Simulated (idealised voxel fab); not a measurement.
Process module in this document: voxel gate over fins
We display cut, a cross-section 165 nm in width whose square cells are each 5 nm.
Cross-section, as written here: a square-cell grid given band by band from the top down, where a band holds one or more rows of cells.
Read a band's entry like this: the first values are the height of its top and the height of its bottom in nm, and what follows is the sequence of materials from left to right, each with its width in nm. Note that "blank" is empty space, and that a single material marked "everywhere" reaches across the band from edge to edge.
Heights from 0 (as-received wafer is one material below). Bottom band endless downward, as "z 0 and below".
The width entry "30 to 40" should be interpreted row by row: the top row of cells in the band takes the first number, the bottom row takes the second number, and the change between adjacent rows is uniform throughout.
"nothing was modified" (step): cross-section cells unchanged, all of them.
Closed empty spaces (no open way to the top) of 8 cells or more are what "Enclosed empty spaces" lists, each as width x height at distance from the left edge, nm for all three.
Anything after a step's settings on that line? It's the simulator's own note about the step.
overlay nm: mask right of planned place by this much (step with mask). Neg. = left.

The steps planned for the process are as follows
1,RECEIVE with material Si
2,CONFORMAL_DEP with material SiN, thk nm 10
3,MASKED_ETCH with tone cover, mask id FINS, width nm 15, pitch nm 55, etch materials SiN, depth nm 10, overlay nm 0
4,MASKED_ETCH with tone cover, mask id FINS, width nm 15, pitch nm 55, etch materials Si, depth nm 30, overlay nm 0
5,OXIDIZE with depth nm 5
6,FILL_DEP with material SiO2, thk nm 5
7,CMP with height nm 10
8,DIRECTIONAL_DEP with material aC, thk nm 10
9,PATTERN with tone open, mask id RAIL, material resist, width nm 15, thk nm 30, overlay nm 0
10,DIRECTIONAL_ETCH with etch materials aC, depth nm 10
11,STRIP with etch materials resist
12,DIRECTIONAL_ETCH with etch materials SiO2, depth nm 35
13,STRIP with etch materials aC
14,CONFORMAL_DEP with material TiN, thk nm 5
15,FILL_DEP with material W, thk nm 5
16,CMP with height nm 10
17,SELECTIVE_ETCH with etch materials W Ru TiN, depth nm 30
18,FILL_DEP with material SiO2, thk nm 5
19,CMP with height nm 10
20,SELECTIVE_ETCH with etch materials SiO2, depth nm 20
21,STRIP with etch materials SiN
22,CONFORMAL_DEP with material HfO2, thk nm 5
23,CONFORMAL_DEP with material TiN, thk nm 5
24,CONFORMAL_DEP with material TiAl, thk nm 5
25,CONFORMAL_DEP with material TiN, thk nm 5
26,FILL_DEP with material W, thk nm 10
27,CMP with height nm 25
28,CONFORMAL_DEP with material SiN, thk nm 10

Wafer cross-section on receipt, i.e. after step 1
  z 0 and below  Si everywhere
  Enclosed empty spaces: none

End-of-module cross-section of the first of two wafers, processed as planned
  z 35 to 25  SiN everywhere
  z 25 to 20  W everywhere
  z 20 to 15  W=30; TiN=45; W=10; TiN=45; W=35
  z 15 to 10  W=30; TiN=5; TiAl=35; TiN=5; W=10; TiN=5; TiAl=35; TiN=5; W=35
  z 10 to 5  TiN=35; TiAl=5; TiN=25; TiAl=5; TiN=20; TiAl=5; TiN=25; TiAl=5; TiN=40
  z 5 to 0  TiAl=40; TiN=5; HfO2=15; TiN=5; TiAl=30; TiN=5; HfO2=15; TiN=5; TiAl=45
  z 0 to -5  TiN=45; HfO2=5; Si=5; HfO2=5; TiN=40; HfO2=5; Si=5; HfO2=5; TiN=50
  z -5 to -10  HfO2=50; Si=5; HfO2=50; Si=5; HfO2=55
  z -10 to -20  SiO2=50; Si=5; SiO2=50; Si=5; SiO2=55
  z -20 to -25  SiO2=50; Si=5; SiO2=15; TiN=15; SiO2=20; Si=5; SiO2=55
  z -25 to -35  SiO2=50; Si=5; SiO2=50; Si=5; SiO2=55
  z -35 and below  Si everywhere
  Enclosed empty spaces: none

End-of-module cross-section of the second wafer: identical starting point and process plan to the first, with one processing mistake
  z 35 to 25  SiN everywhere
  z 25 to 20  W everywhere
  z 20 to 15  W=30; TiN=45; W=10; TiN=45; W=35
  z 15 to 10  W=30; TiN=5; TiAl=35; TiN=5; W=10; TiN=5; TiAl=35; TiN=5; W=35
  z 10 to 5  TiN=35; TiAl=5; TiN=25; TiAl=5; TiN=20; TiAl=5; TiN=25; TiAl=5; TiN=40
  z 5 to 0  TiAl=40; TiN=5; HfO2=15; TiN=5; TiAl=30; TiN=5; HfO2=15; TiN=5; TiAl=45
  z 0 to -5  TiN=45; HfO2=5; Si=5; HfO2=5; TiN=40; HfO2=5; Si=5; HfO2=5; TiN=50
  z -5 to -10  HfO2=50; Si=5; HfO2=50; Si=5; HfO2=55
  z -10 to -20  SiO2=50; Si=5; SiO2=50; Si=5; SiO2=55
  z -20 to -25  SiO2=50; Si=5; SiO2=15; TiN=15; SiO2=20; Si=5; SiO2=55
  z -25 and below  Si everywhere
  Enclosed empty spaces: none
In executing the process, a mistake was made relative to the plan: step 4 ran differently from the plan; actual operation with settings: MASKED_ETCH with tone cover, mask id FINS, width nm 15, pitch nm 55, etch materials Si, depth nm 20, overlay nm 0
FYI, end of process, the second wafer has more or fewer cells of some materials than the first: +62 Si | -62 SiO2
